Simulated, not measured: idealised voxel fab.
Process module under the name voxel ribs on slabs
For reference, the cross-section in this document is cut, with width 190 nm and square cells of 5 nm.
When this document writes out a cross-section, it uses a grid of square cells and lists it as bands, beginning at the top and moving down, with a band standing for one or more rows of cells. Band: top height; bottom height; in nm. Then, left to right: material with width in nm, for each material. "everywhere": a single material spanning edge to edge. "empty": empty space. The level at which height equals 0 is the one under which the wafer, as it arrives, is entirely one material. No lower edge exists for the bottom band, which continues downward and is notated as in "0 nm and below". When a width is written as two numbers, as in "30 to 40", the first number is the width in the top row of cells of the band and the second is the width in its bottom row, and the width changes by the same amount from each row to the next. The cross-section has no changed cell in any step marked "everything unchanged". Empty spaces counting at least 8 cells and having no open way to the top are listed in "Closed cavity list". The notation width x height at distance is used for each, the distance being from the left edge and all three values in nm. Anything after a step's settings on that line? It's the simulator's own note about the step. The setting "overlay nm" may be written on the line of a step. When the step uses a mask, the value reports how far to the right of the planned place the mask lay, and a negative value reports that it lay to the left.

**Below is the list of planned process steps**
| 1 | RECEIVE, material Si |
| 2 | DIRECTIONAL_DEP, material SiO2, thk nm 20 |
| 3 | DIRECTIONAL_DEP, material polySi, thk nm 15 |
| 4 | MASKED_ETCH, tone cover, mask id RIB, width nm 30, etch materials polySi, depth nm 5, overlay nm 0 |
| 5 | DIRECTIONAL_DEP, material aC, thk nm 15 |
| 6 | PATTERN, tone cover, mask id SLAB, material resist, width nm 70, thk nm 30, overlay nm 0 |
| 7 | DIRECTIONAL_ETCH, etch materials aC, depth nm 15 |
| 8 | STRIP, etch materials resist |
| 9 | DIRECTIONAL_ETCH, etch materials polySi, depth nm 10 |
| 10 | STRIP, etch materials aC |
| 11 | FILL_DEP, material SiO2, thk nm 30 |
| 12 | CMP, height nm 55 |
| 13 | DIRECTIONAL_DEP, material W, thk nm 10 |
| 14 | PATTERN, tone cover, mask id HEATER, material resist, width nm 40, thk nm 20, overlay nm 0 |
| 15 | DIRECTIONAL_ETCH, etch materials W, depth nm 10 |
| 16 | STRIP, etch materials resist |
| 17 | CONFORMAL_DEP, material SiN, thk nm 5 |

**First wafer out of two, processed as planned**

**Cross-section, incoming material, after step 1**
    0 nm and below | Si everywhere
    Closed cavity list: none

**after step 2**
    20 nm to 0 nm | SiO2 everywhere
    Below a height of 0, the structure has not been altered.

**after step 3**
    35 nm to 20 nm | polySi everywhere
    Below a height of 20, the structure has not been altered.

**after step 4**
    35 nm to 30 nm | empty (80) | polySi (30) | empty (80)
    Below a height of 30, the structure has not been altered.

**after step 5**
    50 nm to 45 nm | empty (80) | aC (30) | empty (80)
    45 nm to 35 nm | aC everywhere
    35 nm to 30 nm | aC (80) | polySi (30) | aC (80)
    Below a height of 30, the structure has not been altered.

**after step 6**
    80 nm to 50 nm | empty (60) | resist (70) | empty (60)
    50 nm to 45 nm | empty (60) | resist (20) | aC (30) | resist (20) | empty (60)
    Below a height of 45, the structure has not been altered.

**after step 7**
    65 nm to 50 nm | empty (60) | resist (70) | empty (60)
    50 nm to 45 nm | empty (60) | resist (20) | aC (30) | resist (20) | empty (60)
    45 nm to 35 nm | empty (60) | aC (70) | empty (60)
    35 nm to 30 nm | empty (60) | aC (20) | polySi (30) | aC (20) | empty (60)
    Below a height of 30, the structure has not been altered.

**after step 8**
    50 nm to 45 nm | empty (80) | aC (30) | empty (80)
    Below a height of 45, the structure has not been altered.

**after step 9**
    50 nm to 45 nm | empty (80) | aC (30) | empty (80)
    45 nm to 35 nm | empty (60) | aC (70) | empty (60)
    35 nm to 30 nm | empty (60) | aC (20) | polySi (30) | aC (20) | empty (60)
    30 nm to 20 nm | empty (60) | polySi (70) | empty (60)
    Below a height of 20, the structure has not been altered.

**after step 10**
    35 nm to 30 nm | empty (80) | polySi (30) | empty (80)
    Below a height of 30, the structure has not been altered.

**after step 11**
    65 nm to 35 nm | SiO2 everywhere
    35 nm to 30 nm | SiO2 (80) | polySi (30) | SiO2 (80)
    30 nm to 20 nm | SiO2 (60) | polySi (70) | SiO2 (60)
    Below a height of 20, the structure has not been altered.

**after step 12**
    55 nm to 35 nm | SiO2 everywhere
    Below a height of 35, the structure has not been altered.

**after step 13**
    65 nm to 55 nm | W everywhere
    Below a height of 55, the structure has not been altered.

**after step 14**
    85 nm to 65 nm | empty (75) | resist (40) | empty (75)
    Below a height of 65, the structure has not been altered.

**after step 15**
    85 nm to 65 nm | empty (75) | resist (40) | empty (75)
    65 nm to 55 nm | empty (75) | W (40) | empty (75)
    Below a height of 55, the structure has not been altered.

**after step 16**
    65 nm to 55 nm | empty (75) | W (40) | empty (75)
    Below a height of 55, the structure has not been altered.

**after step 17**
    70 nm to 65 nm | empty (70) | SiN (50) | empty (70)
    65 nm to 60 nm | empty (70) | SiN (5) | W (40) | SiN (5) | empty (70)
    60 nm to 55 nm | SiN (75) | W (40) | SiN (75)
    Below a height of 55, the structure has not been altered.

**Wafer two of two - same starting point, same process plan, one mistake in execution; matches wafer one up to and including step 15**

**Cross-section of the second wafer when, according to plan, step 16 should have finished**
    0 nm and below | Si everywhere

**Cross-section of the second wafer when, according to plan, step 17 should have finished**
    5 nm to 0 nm | SiN everywhere
    Below a height of 0, the structure has not been altered.
Processing error: off-plan run, step 16, actual operation and settings STRIP, etch materials SiO2
Once processing is complete, comparing cell counts shows that the second wafer has more or fewer of certain materials than the first: SiN -4; SiO2 -384; W -16; polySi -34
